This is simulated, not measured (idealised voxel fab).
Process module under the name voxel lift off
260 nm wide, 5 nm square cells: that's cross-section cut.
Reading order for cross-sections: top band down to bottom band. Underlying form: a grid of square cells. Band size: one or more rows of cells.
First you get the band's top height and its bottom height, in nm, and then the materials it's made of, left to right, with each width in nm. If you see a single material with "everywhere", that one covers the band edge to edge. "empty" is empty space.
A quick word on heights: they are counted from 0, and under that level the wafer as it came to us is one material throughout. The lowest band is different from the rest in having no bottom; it simply continues downward, written as in "0 and below".
Quick explanation for "30..40": the width changes in equal steps down the rows of cells, from the first number in the band's top row to the second number in its bottom row.
"left unchanged", as given for a step, is the statement that not any cell of the cross-section underwent a change during that step.
"Voids, enclosed" means: voids of 8 cells or more that are shut off from the top with no open way through. Written width x height at distance, distance from the left edge, in nm.
Post-settings text on a step line: simulator's own remark regarding the step.
"overlay nm" on a masked step: distance the mask lay right of its planned place, negative for left.

### Process steps - plan
1 op RECEIVE | material Si
2 op CONFORMAL_DEP | material SiO2 | thk nm 15
3 op PATTERN | tone open | mask id LINES | material resist | width nm 15 | pitch nm 45 | thk nm 30 | overlay nm 0
4 op DIRECTIONAL_DEP | material Ru | thk nm 15
5 op STRIP | etch materials resist
6 op CONFORMAL_DEP | material SiN | thk nm 5

### What follows covers the first of two wafers; it ran as planned

### Incoming wafer, cross-sectional view, post step 1
    0 and below | Si everywhere
    Voids, enclosed: none

### Cross-section of the wafer subsequent to step 2
    15 down to 0 | SiO2 everywhere
    All layers under 0 are left as they were.

### Cross-section of the wafer subsequent to step 3
    45 down to 15 | resist 100 nm | empty 15 nm | resist 30 nm | empty 15 nm | resist 100 nm
    All layers under 15 are left as they were.

### Cross-section of the wafer subsequent to step 4
    60 down to 45 | Ru 100 nm | empty 15 nm | Ru 30 nm | empty 15 nm | Ru 100 nm
    45 down to 30 | resist 100 nm | empty 15 nm | resist 30 nm | empty 15 nm | resist 100 nm
    30 down to 15 | resist 100 nm | Ru 15 nm | resist 30 nm | Ru 15 nm | resist 100 nm
    All layers under 15 are left as they were.

### Cross-section of the wafer subsequent to step 5
    30 down to 15 | empty 100 nm | Ru 15 nm | empty 30 nm | Ru 15 nm | empty 100 nm
    All layers under 15 are left as they were.

### Cross-section of the wafer subsequent to step 6
    35 down to 30 | empty 95 nm | SiN 25 nm | empty 20 nm | SiN 25 nm | empty 95 nm
    30 down to 20 | empty 95 nm | SiN 5 nm | Ru 15 nm | SiN 5 nm | empty 20 nm | SiN 5 nm | Ru 15 nm | SiN 5 nm | empty 95 nm
    20 down to 15 | SiN 100 nm | Ru 15 nm | SiN 30 nm | Ru 15 nm | SiN 100 nm
    All layers under 15 are left as they were.

### Second wafer. Start and plan as for the first. One mistake made in running. Agrees with the first up to and including step 2

### What the second wafer looks like in cross-section when step 3 should have wrapped up
    45 down to 15 | resist 95 nm | empty 25 nm | resist 20 nm | empty 25 nm | resist 95 nm
    All layers under 15 are left as they were.

### What the second wafer looks like in cross-section when step 4 should have wrapped up
    60 down to 45 | Ru 95 nm | empty 25 nm | Ru 20 nm | empty 25 nm | Ru 95 nm
    45 down to 30 | resist 95 nm | empty 25 nm | resist 20 nm | empty 25 nm | resist 95 nm
    30 down to 15 | resist 95 nm | Ru 25 nm | resist 20 nm | Ru 25 nm | resist 95 nm
    All layers under 15 are left as they were.

### What the second wafer looks like in cross-section when step 5 should have wrapped up
    30 down to 15 | empty 95 nm | Ru 25 nm | empty 20 nm | Ru 25 nm | empty 95 nm
    All layers under 15 are left as they were.

### What the second wafer looks like in cross-section when step 6 should have wrapped up
    35 down to 30 | empty 90 nm | SiN 35 nm | empty 10 nm | SiN 35 nm | empty 90 nm
    30 down to 20 | empty 90 nm | SiN 5 nm | Ru 25 nm | SiN 5 nm | empty 10 nm | SiN 5 nm | Ru 25 nm | SiN 5 nm | empty 90 nm
    20 down to 15 | SiN 95 nm | Ru 25 nm | SiN 20 nm | Ru 25 nm | SiN 95 nm
    All layers under 15 are left as they were.
What went wrong in running the wafer? step 3 off recipe, ran as op PATTERN | tone open | mask id LINES | material resist | width nm 25 | pitch nm 45 | thk nm 30 | overlay nm 0
Final difference in cells, second wafer against first, listed per material as more or fewer: 12 more of Ru
